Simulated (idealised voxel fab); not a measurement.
The document below concerns the process module designated voxel released beams.
Square cell edge 5 nm, section width 220 nm, ID cut.
Cross-section format: a grid of square cells, given as bands from top to bottom; each band is one or more rows of cells.
Band: top and bottom heights (nm) first, top before bottom; then materials from left to right, widths in nm. "edge to edge" marks a sole material filling the band edge to edge. "blank" denotes empty space.
Heights from 0 (as-received wafer is one material below). Bottom band endless downward, as "0 nm and below".
Width: "30..40" (first number = top row, second number = bottom row, same change from row to row of cells).
Where a step carries "nothing got changed", the cross-section came out of it unchanged, cell for cell.
Enclosed voids: empty space of 8 cells or more with no open way to the top, each as width x height at its distance from the left edge, in nm
Step line, after settings: the simulator's comment on this step.
"overlay nm", when on a step's line for a step with a mask, measures how far to the right of its planned place the mask lay; a negative measure means to the left.

**Steps planned for the process**
1 RECEIVE (material Si)
2 CONFORMAL_DEP (material SiN; thk nm 5)
3 DIRECTIONAL_DEP (material SiO2; thk nm 20)
4 PATTERN (tone open; mask id ANCHOR; material resist; width nm 45; thk nm 20; overlay nm 0)
5 DIRECTIONAL_ETCH (etch materials SiO2; depth nm 20)
6 STRIP (etch materials resist)
7 CONFORMAL_DEP (material W; thk nm 15)
8 PATTERN (tone cover; mask id BEAM; material resist; width nm 95; thk nm 20; overlay nm 0)
9 DIRECTIONAL_ETCH (etch materials W; depth nm 15)
10 STRIP (etch materials resist)
11 STRIP (etch materials SiO2)

**Here's what the wafer looked like in cross-section when it arrived - that's after step 1**
* 0 nm and below: Si edge to edge
* Enclosed voids: none

**Cross-sectional image of the first of two wafers at the end of the module, the run having proceeded as planned**
* 40 nm to 25 nm: 60 nm blank, then 20 nm W, then 15 nm blank, then 60 nm W, then 65 nm blank
* 25 nm to 20 nm: 65 nm blank, then 15 nm W, then 15 nm blank, then 15 nm W, then 110 nm blank
* 20 nm to 5 nm: 65 nm blank, then 45 nm W, then 110 nm blank
* 5 nm to 0 nm: SiN edge to edge
* 0 nm and below: Si edge to edge
* Enclosed voids: none

**Wafer two cross-section, module end. Start and plan unchanged from wafer one; one mistake made during the run**
* 15 nm to 0 nm: 60 nm blank, then 95 nm W, then 65 nm blank
* 0 nm and below: Si edge to edge
* Enclosed voids: none
The mistake made against the process plan was this: heads up, step 6 didn't go per plan, it actually ran as STRIP (etch materials SiN)
Upon completion, the second wafer contains, in terms of cells, a greater or smaller amount of certain materials than the first wafer: SiN: 44 fewer, W: 24 fewer
